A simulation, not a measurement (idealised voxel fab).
Name of the process module below: voxel gate over fins
Cross-section cut spans 220 nm and uses square cells 5 nm in size.
Heads up, the way a cross-section reads in here is a grid of square cells, handed over as bands from the top down, with every band being one or more rows of cells. Top, bottom (nm), then materials left to right with widths (nm); lone material tagged "all across" fills the whole band edge to edge; "blank" = empty space. Height reference: 0 = level under which incoming wafer is all one material. Lowest band: no bottom, runs on downward, e.g. "0..down". Think of "30..40" as a width that walks from the first number to the second as you go down the band, top row to bottom row, taking equal-sized steps from row to row. "no alterations made" for a step: no cell of the cross-section changed in that step. The entry "Enclosed internal cavities" lists the empty spaces that cover at least 8 cells and have no open path to the top. Each is written as width x height at distance, where the distance is measured from the left edge and all three values are in nm. Heads up: the bit after the settings on a step's line is the simulator's remark on that step. "overlay nm" denotes, for a step that has a mask, the displacement of the mask to the right of its planned place, with negative values corresponding to the left.

Set out below are the planned steps of the process:
1 RECEIVE with material Si
2 CONFORMAL_DEP with material SiN, thk nm 10
3 MASKED_ETCH with tone cover, mask id FINS, width nm 15, pitch nm 35, etch materials SiN, depth nm 10, overlay nm 0
4 MASKED_ETCH with tone cover, mask id FINS, width nm 15, pitch nm 35, etch materials Si, depth nm 30, overlay nm 0
5 OXIDIZE with depth nm 5
6 FILL_DEP with material SiO2, thk nm 10
7 CMP with height nm 10
8 SELECTIVE_ETCH with etch materials SiO2, depth nm 25
9 STRIP with etch materials SiN
10 CONFORMAL_DEP with material HfO2, thk nm 5
11 CONFORMAL_DEP with material TiN, thk nm 5
12 CONFORMAL_DEP with material TiAl, thk nm 5
13 CONFORMAL_DEP with material TiN, thk nm 5
14 FILL_DEP with material W, thk nm 15
15 CMP with height nm 30
16 CONFORMAL_DEP with material SiN, thk nm 5

Wafer as received: cross-section following step 1:
- 0..down: Si all across
- Enclosed internal cavities: none

Here's the cross-section of the first of our two wafers at the end of the module - it ran as planned:
- 35..30: SiN all across
- 30..20: W all across
- 20..15: 70 W; 80 TiN; 70 W
- 15..10: 70 W; 5 TiN; 70 TiAl; 5 TiN; 70 W
- 10..5: 70 W; 5 TiN; 5 TiAl; 25 TiN; 10 TiAl; 25 TiN; 5 TiAl; 5 TiN; 70 W
- 5..0: 75 TiN; 5 TiAl; 5 TiN; 15 HfO2; 5 TiN; 10 TiAl; 5 TiN; 15 HfO2; 5 TiN; 5 TiAl; 75 TiN
- 0..-5: 80 TiAl; 5 TiN; 5 HfO2; 5 Si; 5 HfO2; 5 TiN; 10 TiAl; 5 TiN; 5 HfO2; 5 Si; 5 HfO2; 5 TiN; 80 TiAl
- -5..-10: 85 TiN; 5 HfO2; 5 Si; 5 HfO2; 20 TiN; 5 HfO2; 5 Si; 5 HfO2; 85 TiN
- -10..-15: 90 HfO2; 5 Si; 30 HfO2; 5 Si; 90 HfO2
- -15..-35: 90 SiO2; 5 Si; 30 SiO2; 5 Si; 90 SiO2
- -35..down: Si all across
- Enclosed internal cavities: none

Second wafer cross-section at end of module - shared start and plan with the first, one mistake in the run:
- 35..30: SiN all across
- 30..20: W all across
- 20..15: 70 W; 85 TiN; 65 W
- 15..10: 70 W; 5 TiN; 75 TiAl; 5 TiN; 65 W
- 10..5: 70 W; 5 TiN; 5 TiAl; 30 TiN; 5 TiAl; 30 TiN; 5 TiAl; 5 TiN; 65 W
- 5..0: 75 TiN; 5 TiAl; 5 TiN; 20 HfO2; 5 TiN; 5 TiAl; 5 TiN; 20 HfO2; 5 TiN; 5 TiAl; 70 TiN
- 0..-5: 80 TiAl; 5 TiN; 5 HfO2; 10 Si; 5 HfO2; 5 TiN; 5 TiAl; 5 TiN; 5 HfO2; 10 Si; 5 HfO2; 5 TiN; 75 TiAl
- -5..-10: 85 TiN; 5 HfO2; 10 Si; 5 HfO2; 15 TiN; 5 HfO2; 10 Si; 5 HfO2; 80 TiN
- -10..-15: 90 HfO2; 10 Si; 25 HfO2; 10 Si; 85 HfO2
- -15..-35: 90 SiO2; 10 Si; 25 SiO2; 10 Si; 85 SiO2
- -35..down: Si all across
- Enclosed internal cavities: none
Against the plan, the run slipped here: step 3: run off-plan, actual operation and settings MASKED_ETCH with tone cover, mask id FINS, width nm 20, pitch nm 35, etch materials SiN, depth nm 10, overlay nm 0
Wafer comparison, final, in cells, second relative to first, materials more or fewer: +14 Si; -8 SiO2; -3 TiAl; -3 W
